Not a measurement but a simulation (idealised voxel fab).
process module | voxel gate over fins
cross-section cut | 250 nm wide | cells 5 nm
A cross-section is a grid of square cells, given in bands from the top down. A band is one or more rows of cells.
Each band's line starts with the height of the band's top and of its bottom, in nm. Then come its materials from left to right, each with its width in nm. One material with "throughout" fills the band from edge to edge. "air" is empty space.
Height 0 is the level under which the wafer as received is all one material. The lowest band goes on downwards, as in "0 down".
A width such as "30 to 40" changes by the same amount from each row of cells to the next, from the band's top row to its bottom row.
"no change" after a step means that no cell of the cross-section changed.
closed voids: empty space of 8 cells or more with no open way to the top, each as width x height at its distance from the left edge, in nm
after a step's settings: what the simulator itself notes on the step
overlay nm, on a step with a mask: how far to the right of its planned place the mask lay; to the left if negative
plan
1 op RECEIVE | material Si
2 op CONFORMAL_DEP | material SiN | thk nm 10
3 op DIRECTIONAL_DEP | material aC | thk nm 10
4 op PATTERN | tone cover | mask id FINS | material resist | width nm 15 | pitch nm 50 | thk nm 25 | overlay nm 0
5 op DIRECTIONAL_ETCH | etch materials aC | depth nm 10
6 op STRIP | etch materials resist
7 op DIRECTIONAL_ETCH | etch materials SiN | depth nm 10
8 op DIRECTIONAL_ETCH | etch materials Si | depth nm 35
9 op STRIP | etch materials aC
10 op FILL_DEP | material SiO2 | thk nm 5
11 op CMP | height nm 10
12 op MASKED_ETCH | tone open | mask id RAIL | width nm 15 | etch materials SiO2 | depth nm 40 | overlay nm 0
13 op CONFORMAL_DEP | material TiN | thk nm 5
14 op FILL_DEP | material Ru | thk nm 10
15 op CMP | height nm 10
16 op SELECTIVE_ETCH | etch materials W Ru TiN | depth nm 35
17 op FILL_DEP | material SiO2 | thk nm 5
18 op CMP | height nm 10
19 op SELECTIVE_ETCH | etch materials SiO2 | depth nm 25
20 op STRIP | etch materials SiN
21 op CONFORMAL_DEP | material HfO2 | thk nm 5
22 op CONFORMAL_DEP | material TiN | thk nm 5
23 op CONFORMAL_DEP | material TiAl | thk nm 5
24 op CONFORMAL_DEP | material TiN | thk nm 5
25 op FILL_DEP | material W | thk nm 10
26 op CMP | height nm 25
27 op CONFORMAL_DEP | material SiCN | thk nm 5
as received, after step 1
  0 down: Si throughout
  closed voids: none
a wafer at the end: this start, this plan, one mistake
  30 to 25: SiCN throughout
  25 to 20: W throughout
  20 to 15: W 70 | TiN 105 | W 75
  15 to 10: W 70 | TiN 5 | TiAl 45 | TiN 5 | TiAl 45 | TiN 5 | W 75
  10 to 5: W 70 | TiN 5 | TiAl 5 | TiN 35 | TiAl 5 | TiN 5 | TiAl 5 | TiN 35 | TiAl 5 | TiN 5 | W 75
  5 to 0: TiN 75 | TiAl 5 | TiN 5 | HfO2 25 | TiN 5 | TiAl 5 | TiN 5 | TiAl 5 | TiN 5 | HfO2 25 | TiN 5 | TiAl 5 | TiN 80
  0 to -5: TiAl 80 | TiN 5 | HfO2 5 | Si 15 | HfO2 5 | TiN 5 | TiAl 5 | TiN 5 | TiAl 5 | TiN 5 | HfO2 5 | Si 15 | HfO2 5 | TiN 5 | TiAl 85
  -5 to -10: TiN 75 | TiAl 5 | TiN 5 | HfO2 5 | Si 15 | HfO2 5 | TiN 5 | TiAl 5 | TiN 5 | TiAl 5 | TiN 5 | HfO2 5 | Si 15 | HfO2 5 | TiN 5 | TiAl 5 | TiN 80
  -10 to -15: HfO2 70 | TiN 5 | TiAl 5 | TiN 5 | HfO2 5 | Si 15 | HfO2 5 | TiN 5 | TiAl 15 | TiN 5 | HfO2 5 | Si 15 | HfO2 5 | TiN 5 | TiAl 5 | TiN 5 | HfO2 75
  -15 to -20: SiO2 65 | HfO2 5 | TiN 15 | HfO2 5 | Si 15 | HfO2 5 | TiN 25 | HfO2 5 | Si 15 | HfO2 5 | TiN 15 | HfO2 5 | SiO2 70
  -20 to -25: SiO2 65 | HfO2 25 | Si 15 | HfO2 35 | Si 15 | HfO2 25 | SiO2 70
  -25 to -30: SiO2 90 | Si 15 | SiO2 10 | TiN 15 | SiO2 10 | Si 15 | SiO2 95
  -30 to -35: SiO2 90 | Si 15 | SiO2 35 | Si 15 | SiO2 95
  -35 down: Si throughout
  closed voids: none
what went wrong: steps 19 and 20 were swapped
